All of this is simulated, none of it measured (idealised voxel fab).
You're looking at the process module voxel wiring stack.
Cross-section cut: width 285 nm, square cells of 5 nm.
In this document a cross-section is written as a grid of square cells. It is given as a series of bands, listed from the top down, and a band is one or more rows of cells.
This entry defines a band. It first specifies the height of the band's top and the height of its bottom in nm, and then specifies the band's materials from left to right, stating each material with its width in nm. The word "full width" identifies a single material that fills the band from edge to edge, while the word "air" identifies empty space.
Height datum 0, below which the as-received substrate wafer is one material. Lowest band open at the bottom, running downward: "0 -> down".
Width spec "30..40" -> top row of cells at first value, bottom row at second value, equal per-row change in between.
The designation "no modifications", where it is given for a processing step, indicates that no cell of the cross-section was altered in the course of that step.
Look at "Closed void inventory" for the closed voids: empty spaces with no open path to the top, sized 8 cells or up. Each is width x height at distance, distance from the left edge, all nm.
Note: text after step settings on the step line = simulator remark on that step.
For masked steps, "overlay nm" on the step line gives how far right of plan the mask actually lay; a minus sign means it lay to the left.
**Listed below are the process steps as planned**
1) op RECEIVE | material Si
2) op CONFORMAL_DEP | material SiO2 | thk nm 15
3) op DIRECTIONAL_DEP | material TiN | thk nm 5
4) op DIRECTIONAL_DEP | material Ru | thk nm 15
5) op MASKED_ETCH | tone cover | mask id METAL_1 | width nm 20 | pitch nm 40 | etch materials Ru | depth nm 15 | overlay nm 0
6) op MASKED_ETCH | tone cover | mask id METAL_1 | width nm 20 | pitch nm 40 | etch materials TiN | depth nm 5 | overlay nm 0
7) op CONFORMAL_DEP | material SiN | thk nm 5
8) op FILL_DEP | material SiO2 | thk nm 5
9) op CMP | height nm 35
10) op CONFORMAL_DEP | material SiCN | thk nm 5
11) op DIRECTIONAL_DEP | material SiO2 | thk nm 30
12) op MASKED_ETCH | tone open | mask id METAL_2 | width nm 20 | pitch nm 40 | etch materials SiO2 | depth nm 20 | overlay nm 0
13) op MASKED_ETCH | tone open | mask id METAL_2_HOLES | width nm 15 | pitch nm 40 | etch materials SiO2 | depth nm 10 | overlay nm 0
14) op MASKED_ETCH | tone open | mask id METAL_2_HOLES | width nm 15 | pitch nm 40 | etch materials SiCN | depth nm 5 | overlay nm 0
15) op CONFORMAL_DEP | material TiN | thk nm 5
16) op FILL_DEP | material Ru | thk nm 10
17) op CMP | height nm 70
18) op CONFORMAL_DEP | material SiCN | thk nm 5
**Step 1 complete: cross-section of the wafer as received**
* 0 -> down = Si full width
* Closed void inventory: none
**End-of-module cross-section. Starting structure and process plan as above; one mistake made in running it**
* 75 -> 70 = SiCN full width
* 70 -> 40 = SiO2 full width
* 40 -> 35 = SiCN full width
* 35 -> 20 = SiO2: 65; SiN: 5; Ru: 20; SiN: 5; SiO2: 10; SiN: 5; Ru: 20; SiN: 5; SiO2: 10; SiN: 5; Ru: 20; SiN: 5; SiO2: 10; SiN: 5; Ru: 20; SiN: 5; SiO2: 70
* 20 -> 15 = SiN: 70; TiN: 20; SiN: 20; TiN: 20; SiN: 20; TiN: 20; SiN: 20; TiN: 20; SiN: 75
* 15 -> 0 = SiO2 full width
* 0 -> down = Si full width
* Closed void inventory: none
Misprocessing identified: execution of plan step 11 occurred twice
